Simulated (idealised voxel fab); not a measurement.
process module | voxel double patterning
cross-section cut | 265 nm wide | cells 5 nm
A cross-section is a grid of square cells, given in bands from the top down. A band is one or more rows of cells.
Each band's line starts with the height of the band's top and of its bottom, in nm. Then come its materials from left to right, each with its width in nm. One material with "throughout" fills the band from edge to edge. "air" is empty space.
Height 0 is the level under which the wafer as received is all one material. The lowest band goes on downwards, as in "0 down".
A width such as "30 to 40" changes by the same amount from each row of cells to the next, from the band's top row to its bottom row.
"no change" after a step means that no cell of the cross-section changed.
closed voids: empty space of 8 cells or more with no open way to the top, each as width x height at its distance from the left edge, in nm
after a step's settings: what the simulator itself notes on the step
overlay nm, on a step with a mask: how far to the right of its planned place the mask lay; to the left if negative
plan
1 op RECEIVE | material Si
2 op CONFORMAL_DEP | material SiO2 | thk nm 5
3 op DIRECTIONAL_DEP | material W | thk nm 20
4 op DIRECTIONAL_DEP | material SiCN | thk nm 10
5 op PATTERN | tone open | mask id FIRST | material resist | width nm 15 | pitch nm 50 | thk nm 15 | overlay nm 0
6 op DIRECTIONAL_ETCH | etch materials SiCN | depth nm 10
7 op STRIP | etch materials resist
8 op PATTERN | tone open | mask id SECOND | material resist | width nm 15 | thk nm 15 | overlay nm 0
9 op DIRECTIONAL_ETCH | etch materials SiCN | depth nm 10
10 op STRIP | etch materials resist
11 op DIRECTIONAL_ETCH | etch materials W | depth nm 20
12 op STRIP | etch materials SiCN
as received, after step 1
  0 down: Si throughout
  closed voids: none
a wafer at the end: this start, this plan, one mistake
  20 to 0: W 100 | air 15 | W 10 | air 15 | W 10 | air 15 | W 100
  0 down: Si throughout
  closed voids: none
what went wrong: step 2 was left out
